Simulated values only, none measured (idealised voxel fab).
process module | voxel quadruple lines
cross-section cut | 290 nm wide | cells 5 nm
A cross-section is a grid of square cells, given in bands from the top down. A band is one or more rows of cells.
Each band's line starts with the height of the band's top and of its bottom, in nm. Then come its materials from left to right, each with its width in nm. One material with "throughout" fills the band from edge to edge. "air" is empty space.
Height 0 is the level under which the wafer as received is all one material. The lowest band goes on downwards, as in "0 down".
A width such as "30 to 40" changes by the same amount from each row of cells to the next, from the band's top row to its bottom row.
"no change" after a step means that no cell of the cross-section changed.
closed voids: empty space of 8 cells or more with no open way to the top, each as width x height at its distance from the left edge, in nm
after a step's settings: what the simulator itself notes on the step
overlay nm, on a step with a mask: how far to the right of its planned place the mask lay; to the left if negative
plan
1 op RECEIVE | material Si
2 op CONFORMAL_DEP | material Al2O3 | thk nm 10
3 op DIRECTIONAL_DEP | material Ru | thk nm 10
4 op DIRECTIONAL_DEP | material polySi | thk nm 20
5 op DIRECTIONAL_DEP | material aC | thk nm 20
6 op PATTERN | tone cover | mask id MANDREL | material resist | width nm 25 | thk nm 25 | overlay nm 0
7 op DIRECTIONAL_ETCH | etch materials aC | depth nm 20
8 op STRIP | etch materials resist
9 op CONFORMAL_DEP | material SiO2 | thk nm 15
10 op DIRECTIONAL_ETCH | etch materials SiO2 | depth nm 15
11 op STRIP | etch materials aC
12 op DIRECTIONAL_ETCH | etch materials polySi | depth nm 20
13 op STRIP | etch materials SiO2
14 op CONFORMAL_DEP | material SiN | thk nm 5
15 op DIRECTIONAL_ETCH | etch materials SiN | depth nm 5
16 op STRIP | etch materials polySi
17 op DIRECTIONAL_ETCH | etch materials Ru | depth nm 10
18 op STRIP | etch materials SiN
as received, after step 1
  0 down: Si throughout
  closed voids: none
first wafer at the end, as planned
  20 to 10: air 110 | Ru 5 | air 15 | Ru 5 | air 15 | Ru 5 | air 15 | Ru 5 | air 115
  10 to 0: Al2O3 throughout
  0 down: Si throughout
  closed voids: none
second wafer at the end: like start, like plan, one mistake
  40 to 35: air 115 | polySi 15 | air 25 | polySi 15 | air 120
  35 to 20: air 110 | Ru 5 | polySi 15 | Ru 5 | air 15 | Ru 5 | polySi 15 | Ru 5 | air 115
  20 to 15: air 110 | Ru 25 | air 15 | Ru 25 | air 115
  15 to 10: Ru throughout
  10 to 0: Al2O3 throughout
  0 down: Si throughout
  closed voids: none
what went wrong: step 14 ran as: op CONFORMAL_DEP | material Ru | thk nm 5
at the end the second wafer has, in cells: 72 more of Ru | 24 more of polySi
